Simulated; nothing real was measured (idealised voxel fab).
Process module, titled voxel transistor to metal
It is cross-section cut that appears here, measuring 140 nm in width, its square cells being 5 nm in size.
We lay out every cross-section as a grid of square cells and spell it out in bands from the top down, where one band means one or more rows of cells. The band entry comprises the height of the band's top followed by the height of its bottom, expressed in nm, and subsequently the band's materials from left to right, each stated together with its width in nm. Where a single material is marked with the word "edge to edge", that material fills the band from edge to edge. The word "empty" represents empty space. For the purposes of this specification, 0 denotes the height below which the wafer in its as-received condition is composed wholly of one material, and the lowermost band, lacking a lower limit, extends downward without end, as expressed in "0 -> down". With a width like "30..40", each row of cells in the band differs from the next by the same amount, the top row carrying the first number and the bottom row the second. Key: "no change occurred" - step with no changed cell in the cross-section. Entry "Cavities, closed" = empty spaces >= 8 cells with no open way to the top; each as width x height at distance, distance from left edge, all nm. It should be noted that, on the line of a given step, the content following the step's settings is a remark produced by the simulator itself with respect to that step. When a step includes a mask, the "overlay nm" setting on its line states how far to the right of its planned place that mask lay, and negative values state how far to the left. Quick note on how to read the rest: it's all pairs. You get the cross-section before a process step and the one after, but the after one only goes down as far as the lowest band that changed. The step in between, with its settings, sits under the pair. Heads up, the pairs can come from different runs of this module on the same starting wafer, so don't assume a pair picks up from the one above unless its "Pre-step section" entry says it does.
### Pre-step section
    20 -> 10 = 40 SiO2, 10 SiN, 5 SiO2, 30 polySi, 5 SiO2, 10 SiN, 40 SiO2
    10 -> 5 = 20 SiO2, 20 nSi, 10 SiN, 5 SiO2, 30 polySi, 5 SiO2, 10 SiN, 10 nSi, 30 SiO2
    5 -> 0 = 15 SiO2, 10 SiN, 15 nSi, 10 SiN, 5 SiO2, 30 polySi, 5 SiO2, 10 SiN, 5 nSi, 10 SiN, 25 SiO2
    0 -> -5 = 25 SiO2, 15 nSi, 60 SiO2, 5 nSi, 35 SiO2
    -5 -> -20 = 15 SiO2, 10 Si, 15 nSi, 60 Si, 5 nSi, 10 Si, 25 SiO2
    -20 -> -35 = 15 SiO2, 100 Si, 25 SiO2
    -35 -> down = Si edge to edge
    Cavities, closed: none
### Step Result
    20 -> 10 = 40 SiO2, 10 SiN, 5 SiO2, 30 empty, 5 SiO2, 10 SiN, 40 SiO2
    10 -> 5 = 20 SiO2, 20 nSi, 10 SiN, 5 SiO2, 30 empty, 5 SiO2, 10 SiN, 10 nSi, 30 SiO2
    5 -> 0 = 15 SiO2, 10 SiN, 15 nSi, 10 SiN, 5 SiO2, 30 empty, 5 SiO2, 10 SiN, 5 nSi, 10 SiN, 25 SiO2
    Heights below 0 show no change.
    Cavities, closed: none
Between the two cross-sections shown above lies STRIP [etch materials polySi]
Pre-step section: refer to the pair immediately above; the cross-section shown after its step is the state before this one.
### Step Result
    20 -> 15 = 40 empty, 10 SiN, 40 empty, 10 SiN, 40 empty
    15 -> 10 = 40 SiO2, 10 SiN, 40 empty, 10 SiN, 40 SiO2
    10 -> 5 = 20 SiO2, 20 nSi, 10 SiN, 40 empty, 10 SiN, 10 nSi, 30 SiO2
    5 -> 0 = 15 SiO2, 10 SiN, 15 nSi, 10 SiN, 40 empty, 10 SiN, 5 nSi, 10 SiN, 25 SiO2
    0 -> -5 = 25 SiO2, 15 nSi, 10 SiO2, 40 empty, 10 SiO2, 5 nSi, 35 SiO2
    Heights below -5 show no change.
    Cavities, closed: none
Between the two cross-sections shown above lies SELECTIVE_ETCH [etch materials SiO2] [depth nm 5]
Pre-step section: refer to the pair immediately above; the cross-section shown after its step is the state before this one.
### Step Result
    25 -> 20 = 35 empty, 20 HfO2, 30 empty, 20 HfO2, 35 empty
    20 -> 15 = 40 HfO2, 10 SiN, 5 HfO2, 30 empty, 5 HfO2, 10 SiN, 40 HfO2
    15 -> 10 = 40 SiO2, 10 SiN, 5 HfO2, 30 empty, 5 HfO2, 10 SiN, 40 SiO2
    10 -> 5 = 20 SiO2, 20 nSi, 10 SiN, 5 HfO2, 30 empty, 5 HfO2, 10 SiN, 10 nSi, 30 SiO2
    5 -> 0 = 15 SiO2, 10 SiN, 15 nSi, 10 SiN, 5 HfO2, 30 empty, 5 HfO2, 10 SiN, 5 nSi, 10 SiN, 25 SiO2
    0 -> -5 = 25 SiO2, 15 nSi, 10 SiO2, 40 HfO2, 10 SiO2, 5 nSi, 35 SiO2
    Heights below -5 show no change.
    Cavities, closed: none
Between the two cross-sections shown above lies CONFORMAL_DEP [material HfO2] [thk nm 5]
Pre-step section: refer to the pair immediately above; the cross-section shown after its step is the state before this one.
### Step Result
    30 -> 25 = 30 empty, 30 TiN, 20 empty, 30 TiN, 30 empty
    25 -> 20 = 35 TiN, 20 HfO2, 5 TiN, 20 empty, 5 TiN, 20 HfO2, 35 TiN
    20 -> 15 = 40 HfO2, 10 SiN, 5 HfO2, 5 TiN, 20 empty, 5 TiN, 5 HfO2, 10 SiN, 40 HfO2
    15 -> 10 = 40 SiO2, 10 SiN, 5 HfO2, 5 TiN, 20 empty, 5 TiN, 5 HfO2, 10 SiN, 40 SiO2
    10 -> 5 = 20 SiO2, 20 nSi, 10 SiN, 5 HfO2, 5 TiN, 20 empty, 5 TiN, 5 HfO2, 10 SiN, 10 nSi, 30 SiO2
    5 -> 0 = 15 SiO2, 10 SiN, 15 nSi, 10 SiN, 5 HfO2, 30 TiN, 5 HfO2, 10 SiN, 5 nSi, 10 SiN, 25 SiO2
    Heights below 0 show no change.
    Cavities, closed: none
Between the two cross-sections shown above lies CONFORMAL_DEP [material TiN] [thk nm 5]
Pre-step section: refer to the pair immediately above; the cross-section shown after its step is the state before this one.
### Step Result
    40 -> 30 = W edge to edge
    30 -> 25 = 30 W, 30 TiN, 20 W, 30 TiN, 30 W
    25 -> 20 = 35 TiN, 20 HfO2, 5 TiN, 20 W, 5 TiN, 20 HfO2, 35 TiN
    20 -> 15 = 40 HfO2, 10 SiN, 5 HfO2, 5 TiN, 20 W, 5 TiN, 5 HfO2, 10 SiN, 40 HfO2
    15 -> 10 = 40 SiO2, 10 SiN, 5 HfO2, 5 TiN, 20 W, 5 TiN, 5 HfO2, 10 SiN, 40 SiO2
    10 -> 5 = 20 SiO2, 20 nSi, 10 SiN, 5 HfO2, 5 TiN, 20 W, 5 TiN, 5 HfO2, 10 SiN, 10 nSi, 30 SiO2
    Heights below 5 show no change.
    Cavities, closed: none
Between the two cross-sections shown above lies FILL_DEP [material W] [thk nm 10]
Pre-step section: refer to the pair immediately above; the cross-section shown after its step is the state before this one.
### Step Result
    15 -> 10 = 40 SiO2, 10 SiN, 5 HfO2, 5 TiN, 20 W, 5 TiN, 5 HfO2, 10 SiN, 40 SiO2
    Heights below 10 show no change.
    Cavities, closed: none
Between the two cross-sections shown above lies CMP [height nm 15]
Pre-step section: refer to the pair immediately above; the cross-section shown after its step is the state before this one.
### Step Result
    25 -> 15 = SiO2 edge to edge
    Heights below 15 show no change.
    Cavities, closed: none
Between the two cross-sections shown above lies DIRECTIONAL_DEP [material SiO2] [thk nm 10]
Pre-step section: refer to the pair immediately above; the cross-section shown after its step is the state before this one.
### Step Result
    25 -> 15 = 25 SiO2, 15 empty, 60 SiO2, 15 empty, 25 SiO2
    15 -> 10 = 25 SiO2, 15 empty, 10 SiN, 5 HfO2, 5 TiN, 20 W, 5 TiN, 5 HfO2, 10 SiN, 15 empty, 25 SiO2
    Heights below 10 show no change.
    Cavities, closed: none
Between the two cross-sections shown above lies MASKED_ETCH [tone open] [mask id CONTACT] [width nm 15] [pitch nm 75] [etch materials SiO2] [depth nm 15] [overlay nm 0]
Pre-step section: refer to the pair immediately above; the cross-section shown after its step is the state before this one.
### Step Result
    30 -> 25 = 30 TiN, 5 empty, 70 TiN, 5 empty, 30 TiN
    25 -> 15 = 25 SiO2, 5 TiN, 5 empty, 5 TiN, 60 SiO2, 5 TiN, 5 empty, 5 TiN, 25 SiO2
    15 -> 10 = 25 SiO2, 15 TiN, 10 SiN, 5 HfO2, 5 TiN, 20 W, 5 TiN, 5 HfO2, 10 SiN, 15 TiN, 25 SiO2
    Heights below 10 show no change.
    Cavities, closed: none
Between the two cross-sections shown above lies CONFORMAL_DEP [material TiN] [thk nm 5]
Pre-step section: refer to the pair immediately above; the cross-section shown after its step is the state before this one.
### Step Result
    40 -> 30 = Ru edge to edge
    30 -> 25 = 30 TiN, 5 Ru, 70 TiN, 5 Ru, 30 TiN
    25 -> 15 = 25 SiO2, 5 TiN, 5 Ru, 5 TiN, 60 SiO2, 5 TiN, 5 Ru, 5 TiN, 25 SiO2
    Heights below 15 show no change.
    Cavities, closed: none
Between the two cross-sections shown above lies FILL_DEP [material Ru] [thk nm 10]
Pre-step section: refer to the pair immediately above; the cross-section shown after its step is the state before this one.
### Step Result
    25 -> 15 = 25 SiO2, 5 TiN, 5 Ru, 5 TiN, 60 SiO2, 5 TiN, 5 Ru, 5 TiN, 25 SiO2
    Heights below 15 show no change.
    Cavities, closed: none
Between the two cross-sections shown above lies CMP [height nm 25]
Pre-step section: refer to the pair immediately above; the cross-section shown after its step is the state before this one.
### Step Result
    30 -> 25 = TiN edge to edge
    Heights below 25 show no change.
    Cavities, closed: none
Between the two cross-sections shown above lies DIRECTIONAL_DEP [material TiN] [thk nm 5]
Pre-step section: refer to the pair immediately above; the cross-section shown after its step is the state before this one.
### Step Result
    55 -> 30 = Ru edge to edge
    Heights below 30 show no change.
    Cavities, closed: none
Between the two cross-sections shown above lies DIRECTIONAL_DEP [material Ru] [thk nm 25]
Pre-step section: refer to the pair immediately above; the cross-section shown after its step is the state before this one.
### Step Result
    55 -> 30 = 25 empty, 15 Ru, 60 empty, 15 Ru, 25 empty
    Heights below 30 show no change.
    Cavities, closed: none
Between the two cross-sections shown above lies MASKED_ETCH [tone cover] [mask id METAL_1] [width nm 15] [pitch nm 75] [etch materials Ru] [depth nm 25] [overlay nm 0]
Pre-step section: refer to the pair immediately above; the cross-section shown after its step is the state before this one.
### Step Result
    55 -> 30 = 25 empty, 15 Ru, 60 empty, 15 Ru, 25 empty
    30 -> 25 = 25 empty, 15 TiN, 60 empty, 15 TiN, 25 empty
    Heights below 25 show no change.
    Cavities, closed: none
Between the two cross-sections shown above lies MASKED_ETCH [tone cover] [mask id METAL_1] [width nm 15] [pitch nm 75] [etch materials TiN] [depth nm 5] [overlay nm 0]
Pre-step section: refer to the pair immediately above; the cross-section shown after its step is the state before this one.
### Step Result
    60 -> 55 = lowk edge to edge
    55 -> 30 = 25 lowk, 15 Ru, 60 lowk, 15 Ru, 25 lowk
    30 -> 25 = 25 lowk, 15 TiN, 60 lowk, 15 TiN, 25 lowk
    Heights below 25 show no change.
    Cavities, closed: none
Between the two cross-sections shown above lies FILL_DEP [material lowk] [thk nm 5]
Pre-step section: refer to the pair immediately above; the cross-section shown after its step is the state before this one.
### Step Result
    55 -> 30 = 25 lowk, 15 Ru, 60 lowk, 15 Ru, 25 lowk
    Heights below 30 show no change.
    Cavities, closed: none
Between the two cross-sections shown above lies CMP [height nm 55]
Pre-step section: refer to the pair immediately above; the cross-section shown after its step is the state before this one.
### Step Result
    60 -> 55 = SiCN edge to edge
    Heights below 55 show no change.
    Cavities, closed: none
Between the two cross-sections shown above lies CONFORMAL_DEP [material SiCN] [thk nm 5]
Pre-step section: refer to the pair immediately above; the cross-section shown after its step is the state before this one.
### Step Result
    90 -> 60 = SiO2 edge to edge
    Heights below 60 show no change.
    Cavities, closed: none
Between the two cross-sections shown above lies DIRECTIONAL_DEP [material SiO2] [thk nm 30]
Pre-step section: refer to the pair immediately above; the cross-section shown after its step is the state before this one.
### Step Result
    105 -> 90 = aC edge to edge
    Heights below 90 show no change.
    Cavities, closed: none
Between the two cross-sections shown above lies DIRECTIONAL_DEP [material aC] [thk nm 15]
Pre-step section: refer to the pair immediately above; the cross-section shown after its step is the state before this one.
### Step Result
    140 -> 105 = 25 resist, 15 empty, 60 resist, 15 empty, 25 resist
    Heights below 105 show no change.
    Cavities, closed: none
Between the two cross-sections shown above lies PATTERN [tone open] [mask id METAL_2] [material resist] [width nm 15] [pitch nm 75] [thk nm 35] [overlay nm 0]
Pre-step section: refer to the pair immediately above; the cross-section shown after its step is the state before this one.
### Step Result
    125 -> 105 = 25 resist, 15 empty, 60 resist, 15 empty, 25 resist
    105 -> 90 = 25 aC, 15 empty, 60 aC, 15 empty, 25 aC
    Heights below 90 show no change.
    Cavities, closed: none
Between the two cross-sections shown above lies DIRECTIONAL_ETCH [etch materials aC] [depth nm 15]
Pre-step section: refer to the pair immediately above; the cross-section shown after its step is the state before this one.
### Step Result
    105 -> 90 = 25 aC, 15 empty, 60 aC, 15 empty, 25 aC
    Heights below 90 show no change.
    Cavities, closed: none
Between the two cross-sections shown above lies STRIP [etch materials resist]
Pre-step section: refer to the pair immediately above; the cross-section shown after its step is the state before this one.
### Step Result
    105 -> 90 = 25 aC, 15 empty, 60 aC, 15 empty, 25 aC
    90 -> 75 = 25 SiO2, 15 empty, 60 SiO2, 15 empty, 25 SiO2
    Heights below 75 show no change.
    Cavities, closed: none
Between the two cross-sections shown above lies DIRECTIONAL_ETCH [etch materials SiO2] [depth nm 15]
Pre-step section: refer to the pair immediately above; the cross-section shown after its step is the state before this one.
### Step Result
    90 -> 75 = 25 SiO2, 15 empty, 60 SiO2, 15 empty, 25 SiO2
    Heights below 75 show no change.
    Cavities, closed: none
Between the two cross-sections shown above lies STRIP [etch materials aC]
Pre-step section: refer to the pair immediately above; the cross-section shown after its step is the state before this one.
### Step Result
    110 -> 90 = 25 resist, 15 empty, 60 resist, 15 empty, 25 resist
    Heights below 90 show no change.
    Cavities, closed: none
Between the two cross-sections shown above lies PATTERN [tone open] [mask id METAL_2_HOLES] [material resist] [width nm 15] [pitch nm 75] [thk nm 20] [overlay nm 0]
Pre-step section: refer to the pair immediately above; the cross-section shown after its step is the state before this one.
### Step Result
    110 -> 90 = 25 resist, 15 empty, 60 resist, 15 empty, 25 resist
    90 -> 60 = 25 SiO2, 15 empty, 60 SiO2, 15 empty, 25 SiO2
    Heights below 60 show no change.
    Cavities, closed: none
Between the two cross-sections shown above lies DIRECTIONAL_ETCH [etch materials SiO2] [depth nm 15]
Pre-step section: refer to the pair immediately above; the cross-section shown after its step is the state before this one.
### Step Result
    110 -> 90 = 25 resist, 15 empty, 60 resist, 15 empty, 25 resist
    90 -> 60 = 25 SiO2, 15 empty, 60 SiO2, 15 empty, 25 SiO2
    60 -> 55 = 25 SiCN, 15 empty, 60 SiCN, 15 empty, 25 SiCN
    Heights below 55 show no change.
    Cavities, closed: none
Between the two cross-sections shown above lies DIRECTIONAL_ETCH [etch materials SiCN] [depth nm 5]
Pre-step section: refer to the pair immediately above; the cross-section shown after its step is the state before this one.
### Step Result
    90 -> 60 = 25 SiO2, 15 empty, 60 SiO2, 15 empty, 25 SiO2
    Heights below 60 show no change.
    Cavities, closed: none
Between the two cross-sections shown above lies STRIP [etch materials resist]
Pre-step section: refer to the pair immediately above; the cross-section shown after its step is the state before this one.
### Step Result
    95 -> 90 = 30 TiN, 5 empty, 70 TiN, 5 empty, 30 TiN
    90 -> 60 = 25 SiO2, 5 TiN, 5 empty, 5 TiN, 60 SiO2, 5 TiN, 5 empty, 5 TiN, 25 SiO2
    60 -> 55 = 25 SiCN, 15 TiN, 60 SiCN, 15 TiN, 25 SiCN
    Heights below 55 show no change.
    Cavities, closed: none
Between the two cross-sections shown above lies CONFORMAL_DEP [material TiN] [thk nm 5]
Pre-step section: refer to the pair immediately above; the cross-section shown after its step is the state before this one.
### Step Result
    100 -> 95 = Cu edge to edge
    95 -> 90 = 30 TiN, 5 Cu, 70 TiN, 5 Cu, 30 TiN
    90 -> 60 = 25 SiO2, 5 TiN, 5 Cu, 5 TiN, 60 SiO2, 5 TiN, 5 Cu, 5 TiN, 25 SiO2
    Heights below 60 show no change.
    Cavities, closed: none
Between the two cross-sections shown above lies FILL_DEP [material Cu] [thk nm 5]
Pre-step section: refer to the pair immediately above; the cross-section shown after its step is the state before this one.
### Step Result
    90 -> 60 = 25 SiO2, 5 TiN, 5 Cu, 5 TiN, 60 SiO2, 5 TiN, 5 Cu, 5 TiN, 25 SiO2
    Heights below 60 show no change.
    Cavities, closed: none
Between the two cross-sections shown above lies CMP [height nm 90]
Pre-step section: refer to the pair immediately above; the cross-section shown after its step is the state before this one.
### Step Result
    95 -> 90 = SiN edge to edge
    Heights below 90 show no change.
    Cavities, closed: none
Between the two cross-sections shown above lies CONFORMAL_DEP [material SiN] [thk nm 5]
### Pre-step section
    15 -> 10 = 40 SiO2, 10 SiN, 5 HfO2, 5 TiN, 20 W, 5 TiN, 5 HfO2, 10 SiN, 40 SiO2
    10 -> 5 = 25 SiO2, 15 nSi, 10 SiN, 5 HfO2, 5 TiN, 20 W, 5 TiN, 5 HfO2, 10 SiN, 15 nSi, 25 SiO2
    5 -> 0 = 20 SiO2, 10 SiN, 10 nSi, 10 SiN, 5 HfO2, 30 TiN, 5 HfO2, 10 SiN, 10 nSi, 10 SiN, 20 SiO2
    0 -> -5 = 30 SiO2, 10 nSi, 10 SiO2, 40 HfO2, 10 SiO2, 10 nSi, 30 SiO2
    -5 -> -20 = 20 SiO2, 10 Si, 10 nSi, 60 Si, 10 nSi, 10 Si, 20 SiO2
    -20 -> -35 = 20 SiO2, 100 Si, 20 SiO2
    -35 -> down = Si edge to edge
    Cavities, closed: none
### Step Result
    25 -> 15 = Ru edge to edge
    Heights below 15 show no change.
    Cavities, closed: none
Between the two cross-sections shown above lies DIRECTIONAL_DEP [material Ru] [thk nm 10]
Pre-step section: refer to the pair immediately above; the cross-section shown after its step is the state before this one.
### Step Result
    30 -> 25 = TiN edge to edge
    Heights below 25 show no change.
    Cavities, closed: none
Between the two cross-sections shown above lies CONFORMAL_DEP [material TiN] [thk nm 5]
Pre-step section: refer to the pair immediately above; the cross-section shown after its step is the state before this one.
### Step Result
    40 -> 30 = Ru edge to edge
    Heights below 30 show no change.
    Cavities, closed: none
Between the two cross-sections shown above lies FILL_DEP [material Ru] [thk nm 10]
Pre-step section: refer to the pair immediately above; the cross-section shown after its step is the state before this one.
### Step Result
    25 -> 15 = Ru edge to edge
    Heights below 15 show no change.
    Cavities, closed: none
Between the two cross-sections shown above lies CMP [height nm 25]
Pre-step section: refer to the pair immediately above; the cross-section shown after its step is the state before this one.
### Step Result
    30 -> 25 = TiN edge to edge
    Heights below 25 show no change.
    Cavities, closed: none
Between the two cross-sections shown above lies DIRECTIONAL_DEP [material TiN] [thk nm 5]
Pre-step section: refer to the pair immediately above; the cross-section shown after its step is the state before this one.
### Step Result
    55 -> 30 = Ru edge to edge
    Heights below 30 show no change.
    Cavities, closed: none
Between the two cross-sections shown above lies DIRECTIONAL_DEP [material Ru] [thk nm 25]
Pre-step section: refer to the pair immediately above; the cross-section shown after its step is the state before this one.
### Step Result
    55 -> 30 = 25 empty, 15 Ru, 60 empty, 15 Ru, 25 empty
    Heights below 30 show no change.
    Cavities, closed: none
Between the two cross-sections shown above lies MASKED_ETCH [tone cover] [mask id METAL_1] [width nm 15] [pitch nm 75] [etch materials Ru] [depth nm 25] [overlay nm 0]
Pre-step section: refer to the pair immediately above; the cross-section shown after its step is the state before this one.
### Step Result
    55 -> 30 = 25 empty, 15 Ru, 60 empty, 15 Ru, 25 empty
    30 -> 25 = 25 empty, 15 TiN, 60 empty, 15 TiN, 25 empty
    Heights below 25 show no change.
    Cavities, closed: none
Between the two cross-sections shown above lies MASKED_ETCH [tone cover] [mask id METAL_1] [width nm 15] [pitch nm 75] [etch materials TiN] [depth nm 5] [overlay nm 0]
Pre-step section: refer to the pair immediately above; the cross-section shown after its step is the state before this one.
### Step Result
    60 -> 55 = lowk edge to edge
    55 -> 30 = 25 lowk, 15 Ru, 60 lowk, 15 Ru, 25 lowk
    30 -> 25 = 25 lowk, 15 TiN, 60 lowk, 15 TiN, 25 lowk
    Heights below 25 show no change.
    Cavities, closed: none
Between the two cross-sections shown above lies FILL_DEP [material lowk] [thk nm 5]
Pre-step section: refer to the pair immediately above; the cross-section shown after its step is the state before this one.
### Step Result
    55 -> 30 = 25 lowk, 15 Ru, 60 lowk, 15 Ru, 25 lowk
    Heights below 30 show no change.
    Cavities, closed: none
Between the two cross-sections shown above lies CMP [height nm 55]
Pre-step section: refer to the pair immediately above; the cross-section shown after its step is the state before this one.
### Step Result
    60 -> 55 = SiCN edge to edge
    Heights below 55 show no change.
    Cavities, closed: none
Between the two cross-sections shown above lies CONFORMAL_DEP [material SiCN] [thk nm 5]
Pre-step section: refer to the pair immediately above; the cross-section shown after its step is the state before this one.
### Step Result
    90 -> 60 = SiO2 edge to edge
    Heights below 60 show no change.
    Cavities, closed: none
Between the two cross-sections shown above lies DIRECTIONAL_DEP [material SiO2] [thk nm 30]
Pre-step section: refer to the pair immediately above; the cross-section shown after its step is the state before this one.
### Step Result
    105 -> 90 = aC edge to edge
    Heights below 90 show no change.
    Cavities, closed: none
Between the two cross-sections shown above lies DIRECTIONAL_DEP [material aC] [thk nm 15]
Pre-step section: refer to the pair immediately above; the cross-section shown after its step is the state before this one.
### Step Result
    140 -> 105 = 25 resist, 15 empty, 60 resist, 15 empty, 25 resist
    Heights below 105 show no change.
    Cavities, closed: none
Between the two cross-sections shown above lies PATTERN [tone open] [mask id METAL_2] [material resist] [width nm 15] [pitch nm 75] [thk nm 35] [overlay nm 0]
Pre-step section: refer to the pair immediately above; the cross-section shown after its step is the state before this one.
### Step Result
    125 -> 105 = 25 resist, 15 empty, 60 resist, 15 empty, 25 resist
    105 -> 90 = 25 aC, 15 empty, 60 aC, 15 empty, 25 aC
    Heights below 90 show no change.
    Cavities, closed: none
Between the two cross-sections shown above lies DIRECTIONAL_ETCH [etch materials aC] [depth nm 15]
Pre-step section: refer to the pair immediately above; the cross-section shown after its step is the state before this one.
### Step Result
    105 -> 90 = 25 aC, 15 empty, 60 aC, 15 empty, 25 aC
    Heights below 90 show no change.
    Cavities, closed: none
Between the two cross-sections shown above lies STRIP [etch materials resist]
Pre-step section: refer to the pair immediately above; the cross-section shown after its step is the state before this one.
### Step Result
    105 -> 90 = 25 aC, 15 empty, 60 aC, 15 empty, 25 aC
    90 -> 75 = 25 SiO2, 15 empty, 60 SiO2, 15 empty, 25 SiO2
    Heights below 75 show no change.
    Cavities, closed: none
Between the two cross-sections shown above lies DIRECTIONAL_ETCH [etch materials SiO2] [depth nm 15]
Pre-step section: refer to the pair immediately above; the cross-section shown after its step is the state before this one.
### Step Result
    90 -> 75 = 25 SiO2, 15 empty, 60 SiO2, 15 empty, 25 SiO2
    Heights below 75 show no change.
    Cavities, closed: none
Between the two cross-sections shown above lies STRIP [etch materials aC]
Pre-step section: refer to the pair immediately above; the cross-section shown after its step is the state before this one.
### Step Result
    110 -> 90 = 25 resist, 15 empty, 60 resist, 15 empty, 25 resist
    Heights below 90 show no change.
    Cavities, closed: none
Between the two cross-sections shown above lies PATTERN [tone open] [mask id METAL_2_HOLES] [material resist] [width nm 15] [pitch nm 75] [thk nm 20] [overlay nm 0]
Pre-step section: refer to the pair immediately above; the cross-section shown after its step is the state before this one.
### Step Result
    110 -> 90 = 25 resist, 15 empty, 60 resist, 15 empty, 25 resist
    90 -> 60 = 25 SiO2, 15 empty, 60 SiO2, 15 empty, 25 SiO2
    Heights below 60 show no change.
    Cavities, closed: none
Between the two cross-sections shown above lies DIRECTIONAL_ETCH [etch materials SiO2] [depth nm 15]
Pre-step section: refer to the pair immediately above; the cross-section shown after its step is the state before this one.
### Step Result
    110 -> 90 = 25 resist, 15 empty, 60 resist, 15 empty, 25 resist
    90 -> 60 = 25 SiO2, 15 empty, 60 SiO2, 15 empty, 25 SiO2
    60 -> 55 = 25 SiCN, 15 empty, 60 SiCN, 15 empty, 25 SiCN
    Heights below 55 show no change.
    Cavities, closed: none
Between the two cross-sections shown above lies DIRECTIONAL_ETCH [etch materials SiCN] [depth nm 5]
Pre-step section: refer to the pair immediately above; the cross-section shown after its step is the state before this one.
### Step Result
    90 -> 60 = 25 SiO2, 15 empty, 60 SiO2, 15 empty, 25 SiO2
    Heights below 60 show no change.
    Cavities, closed: none
Between the two cross-sections shown above lies STRIP [etch materials resist]
Pre-step section: refer to the pair immediately above; the cross-section shown after its step is the state before this one.
### Step Result
    95 -> 90 = 30 TiN, 5 empty, 70 TiN, 5 empty, 30 TiN
    90 -> 60 = 25 SiO2, 5 TiN, 5 empty, 5 TiN, 60 SiO2, 5 TiN, 5 empty, 5 TiN, 25 SiO2
    60 -> 55 = 25 SiCN, 15 TiN, 60 SiCN, 15 TiN, 25 SiCN
    Heights below 55 show no change.
    Cavities, closed: none
Between the two cross-sections shown above lies CONFORMAL_DEP [material TiN] [thk nm 5]
Pre-step section: refer to the pair immediately above; the cross-section shown after its step is the state before this one.
### Step Result
    100 -> 95 = Cu edge to edge
    95 -> 90 = 30 TiN, 5 Cu, 70 TiN, 5 Cu, 30 TiN
    90 -> 60 = 25 SiO2, 5 TiN, 5 Cu, 5 TiN, 60 SiO2, 5 TiN, 5 Cu, 5 TiN, 25 SiO2
    Heights below 60 show no change.
    Cavities, closed: none
Between the two cross-sections shown above lies FILL_DEP [material Cu] [thk nm 5]
Pre-step section: refer to the pair immediately above; the cross-section shown after its step is the state before this one.
### Step Result
    90 -> 60 = 25 SiO2, 5 TiN, 5 Cu, 5 TiN, 60 SiO2, 5 TiN, 5 Cu, 5 TiN, 25 SiO2
    Heights below 60 show no change.
    Cavities, closed: none
Between the two cross-sections shown above lies CMP [height nm 90]
Pre-step section: refer to the pair immediately above; the cross-section shown after its step is the state before this one.
### Step Result
    95 -> 90 = SiN edge to edge
    Heights below 90 show no change.
    Cavities, closed: none
Between the two cross-sections shown above lies CONFORMAL_DEP [material SiN] [thk nm 5]
### Pre-step section
    55 -> 30 = Ru edge to edge
    30 -> 25 = TiN edge to edge
    25 -> 15 = 25 SiO2, 5 TiN, 5 Ru, 5 TiN, 60 SiO2, 5 TiN, 5 Ru, 5 TiN, 25 SiO2
    15 -> 10 = 25 SiO2, 15 TiN, 10 SiN, 5 HfO2, 5 TiN, 20 W, 5 TiN, 5 HfO2, 10 SiN, 15 TiN, 25 SiO2
    10 -> 5 = 25 SiO2, 15 nSi, 10 SiN, 5 HfO2, 5 TiN, 20 W, 5 TiN, 5 HfO2, 10 SiN, 15 nSi, 25 SiO2
    5 -> 0 = 20 SiO2, 10 SiN, 10 nSi, 10 SiN, 5 HfO2, 30 TiN, 5 HfO2, 10 SiN, 10 nSi, 10 SiN, 20 SiO2
    0 -> -5 = 30 SiO2, 10 nSi, 10 SiO2, 40 HfO2, 10 SiO2, 10 nSi, 30 SiO2
    -5 -> -20 = 20 SiO2, 10 Si, 10 nSi, 60 Si, 10 nSi, 10 Si, 20 SiO2
    -20 -> -35 = 20 SiO2, 100 Si, 20 SiO2
    -35 -> down = Si edge to edge
    Cavities, closed: none
### Step Result
    55 -> 30 = 25 Ru, 15 empty, 60 Ru, 15 empty, 25 Ru
    Heights below 30 show no change.
    Cavities, closed: none
Between the two cross-sections shown above lies MASKED_ETCH [tone open] [mask id METAL_1] [width nm 15] [pitch nm 75] [etch materials Ru] [depth nm 25] [overlay nm 0]
Pre-step section: refer to the pair immediately above; the cross-section shown after its step is the state before this one.
### Step Result
    60 -> 55 = lowk edge to edge
    55 -> 30 = 25 Ru, 15 lowk, 60 Ru, 15 lowk, 25 Ru
    Heights below 30 show no change.
    Cavities, closed: none
Between the two cross-sections shown above lies FILL_DEP [material lowk] [thk nm 5]
Pre-step section: refer to the pair immediately above; the cross-section shown after its step is the state before this one.
### Step Result
    55 -> 30 = 25 Ru, 15 lowk, 60 Ru, 15 lowk, 25 Ru
    Heights below 30 show no change.
    Cavities, closed: none
Between the two cross-sections shown above lies CMP [height nm 55]
Pre-step section: refer to the pair immediately above; the cross-section shown after its step is the state before this one.
### Step Result
    60 -> 55 = SiCN edge to edge
    Heights below 55 show no change.
    Cavities, closed: none
Between the two cross-sections shown above lies CONFORMAL_DEP [material SiCN] [thk nm 5]
Pre-step section: refer to the pair immediately above; the cross-section shown after its step is the state before this one.
### Step Result
    90 -> 60 = SiO2 edge to edge
    Heights below 60 show no change.
    Cavities, closed: none
Between the two cross-sections shown above lies DIRECTIONAL_DEP [material SiO2] [thk nm 30]
Pre-step section: refer to the pair immediately above; the cross-section shown after its step is the state before this one.
### Step Result
    105 -> 90 = aC edge to edge
    Heights below 90 show no change.
    Cavities, closed: none
Between the two cross-sections shown above lies DIRECTIONAL_DEP [material aC] [thk nm 15]
Pre-step section: refer to the pair immediately above; the cross-section shown after its step is the state before this one.
### Step Result
    140 -> 105 = 25 resist, 15 empty, 60 resist, 15 empty, 25 resist
    Heights below 105 show no change.
    Cavities, closed: none
Between the two cross-sections shown above lies PATTERN [tone open] [mask id METAL_2] [material resist] [width nm 15] [pitch nm 75] [thk nm 35] [overlay nm 0]
Pre-step section: refer to the pair immediately above; the cross-section shown after its step is the state before this one.
### Step Result
    125 -> 105 = 25 resist, 15 empty, 60 resist, 15 empty, 25 resist
    105 -> 90 = 25 aC, 15 empty, 60 aC, 15 empty, 25 aC
    Heights below 90 show no change.
    Cavities, closed: none
Between the two cross-sections shown above lies DIRECTIONAL_ETCH [etch materials aC] [depth nm 15]
Pre-step section: refer to the pair immediately above; the cross-section shown after its step is the state before this one.
### Step Result
    105 -> 90 = 25 aC, 15 empty, 60 aC, 15 empty, 25 aC
    Heights below 90 show no change.
    Cavities, closed: none
Between the two cross-sections shown above lies STRIP [etch materials resist]
Pre-step section: refer to the pair immediately above; the cross-section shown after its step is the state before this one.
### Step Result
    105 -> 90 = 25 aC, 15 empty, 60 aC, 15 empty, 25 aC
    90 -> 75 = 25 SiO2, 15 empty, 60 SiO2, 15 empty, 25 SiO2
    Heights below 75 show no change.
    Cavities, closed: none
Between the two cross-sections shown above lies DIRECTIONAL_ETCH [etch materials SiO2] [depth nm 15]
Pre-step section: refer to the pair immediately above; the cross-section shown after its step is the state before this one.
### Step Result
    90 -> 75 = 25 SiO2, 15 empty, 60 SiO2, 15 empty, 25 SiO2
    Heights below 75 show no change.
    Cavities, closed: none
Between the two cross-sections shown above lies STRIP [etch materials aC]
